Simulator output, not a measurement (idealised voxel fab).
process module | voxel lift off
We display cut, a cross-section 295 nm in width whose square cells are each 5 nm.
A cross-section is written here as square cells arranged in a grid, and it is given in bands from the top down, each band taking up one or more rows of cells.
What a band's entry tells you: where the top is and where the bottom is, as heights in nm, and after that what lies inside, material by material from left to right, each with its width in nm. Empty space is written as the word "blank", and a single material marked with the word "full width" occupies the band from edge to edge.
Height 0 is the level under which the wafer as received is all one material. The lowest band goes on downwards, as in "0 down".
Quick explanation for "30 to 40": the width changes in equal steps down the rows of cells, from the first number in the band's top row to the second number in its bottom row.
The designation "no modifications", where it is given for a processing step, indicates that no cell of the cross-section was altered in the course of that step.
Voids not open to the top, 8 cells minimum: see "Trapped void list". Written width x height at distance; distance is from the left edge; nm.
after a step's settings: what the simulator itself notes on the step
A step line may carry the setting "overlay nm", which, for steps involving a mask, states the distance by which the mask lay to the right of its intended position; negative values denote displacement to the left.

[Process steps - plan]
1) RECEIVE (material Si)
2) CONFORMAL_DEP (material SiN; thk nm 5)
3) PATTERN (tone open; mask id LINES; material resist; width nm 30; pitch nm 50; thk nm 20; overlay nm 0)
4) DIRECTIONAL_DEP (material Ru; thk nm 10)
5) STRIP (etch materials resist)
6) CONFORMAL_DEP (material SiN; thk nm 10)

[First of two wafers: run as planned]

[Cross-section of the wafer at receipt, which is the condition after step 1]
> 0 down = Si full width
> Trapped void list: none

[Cross-section of the wafer subsequent to step 2]
> 5 to 0 = SiN full width
> Anything lower than 0 is untouched.

[Cross-section of the wafer subsequent to step 3]
> 25 to 5 = 55 nm resist / 30 nm blank / 20 nm resist / 30 nm blank / 20 nm resist / 30 nm blank / 20 nm resist / 30 nm blank / 60 nm resist
> Anything lower than 5 is untouched.

[Cross-section of the wafer subsequent to step 4]
> 35 to 25 = 55 nm Ru / 30 nm blank / 20 nm Ru / 30 nm blank / 20 nm Ru / 30 nm blank / 20 nm Ru / 30 nm blank / 60 nm Ru
> 25 to 15 = 55 nm resist / 30 nm blank / 20 nm resist / 30 nm blank / 20 nm resist / 30 nm blank / 20 nm resist / 30 nm blank / 60 nm resist
> 15 to 5 = 55 nm resist / 30 nm Ru / 20 nm resist / 30 nm Ru / 20 nm resist / 30 nm Ru / 20 nm resist / 30 nm Ru / 60 nm resist
> Anything lower than 5 is untouched.

[Cross-section of the wafer subsequent to step 5]
> 15 to 5 = 55 nm blank / 30 nm Ru / 20 nm blank / 30 nm Ru / 20 nm blank / 30 nm Ru / 20 nm blank / 30 nm Ru / 60 nm blank
> Anything lower than 5 is untouched.

[Cross-section of the wafer subsequent to step 6]
> 25 to 15 = 45 nm blank / 200 nm SiN / 50 nm blank
> 15 to 5 = 55 nm SiN / 30 nm Ru / 20 nm SiN / 30 nm Ru / 20 nm SiN / 30 nm Ru / 20 nm SiN / 30 nm Ru / 60 nm SiN
> Anything lower than 5 is untouched.

[Regarding the second of the two wafers: it shared the first wafer's starting condition and process plan, yet one error occurred during its execution. Its history coincides with that of the first wafer up to and including step 2]

[Second wafer profile in section, at the moment step 3 of the plan was meant to be complete]
> 25 to 5 = 60 nm resist / 30 nm blank / 20 nm resist / 30 nm blank / 20 nm resist / 30 nm blank / 20 nm resist / 30 nm blank / 55 nm resist
> Anything lower than 5 is untouched.

[Second wafer profile in section, at the moment step 4 of the plan was meant to be complete]
> 35 to 25 = 60 nm Ru / 30 nm blank / 20 nm Ru / 30 nm blank / 20 nm Ru / 30 nm blank / 20 nm Ru / 30 nm blank / 55 nm Ru
> 25 to 15 = 60 nm resist / 30 nm blank / 20 nm resist / 30 nm blank / 20 nm resist / 30 nm blank / 20 nm resist / 30 nm blank / 55 nm resist
> 15 to 5 = 60 nm resist / 30 nm Ru / 20 nm resist / 30 nm Ru / 20 nm resist / 30 nm Ru / 20 nm resist / 30 nm Ru / 55 nm resist
> Anything lower than 5 is untouched.

[Second wafer profile in section, at the moment step 5 of the plan was meant to be complete]
> 15 to 5 = 60 nm blank / 30 nm Ru / 20 nm blank / 30 nm Ru / 20 nm blank / 30 nm Ru / 20 nm blank / 30 nm Ru / 55 nm blank
> Anything lower than 5 is untouched.

[Second wafer profile in section, at the moment step 6 of the plan was meant to be complete]
> 25 to 15 = 50 nm blank / 200 nm SiN / 45 nm blank
> 15 to 5 = 60 nm SiN / 30 nm Ru / 20 nm SiN / 30 nm Ru / 20 nm SiN / 30 nm Ru / 20 nm SiN / 30 nm Ru / 55 nm SiN
> Anything lower than 5 is untouched.
The plan and the run diverged here: step 3 did not happen as planned, as run it was PATTERN (tone open; mask id LINES; material resist; width nm 30; pitch nm 50; thk nm 20; overlay nm 5)
Both wafers, final: cells per material equal; arrangement not.
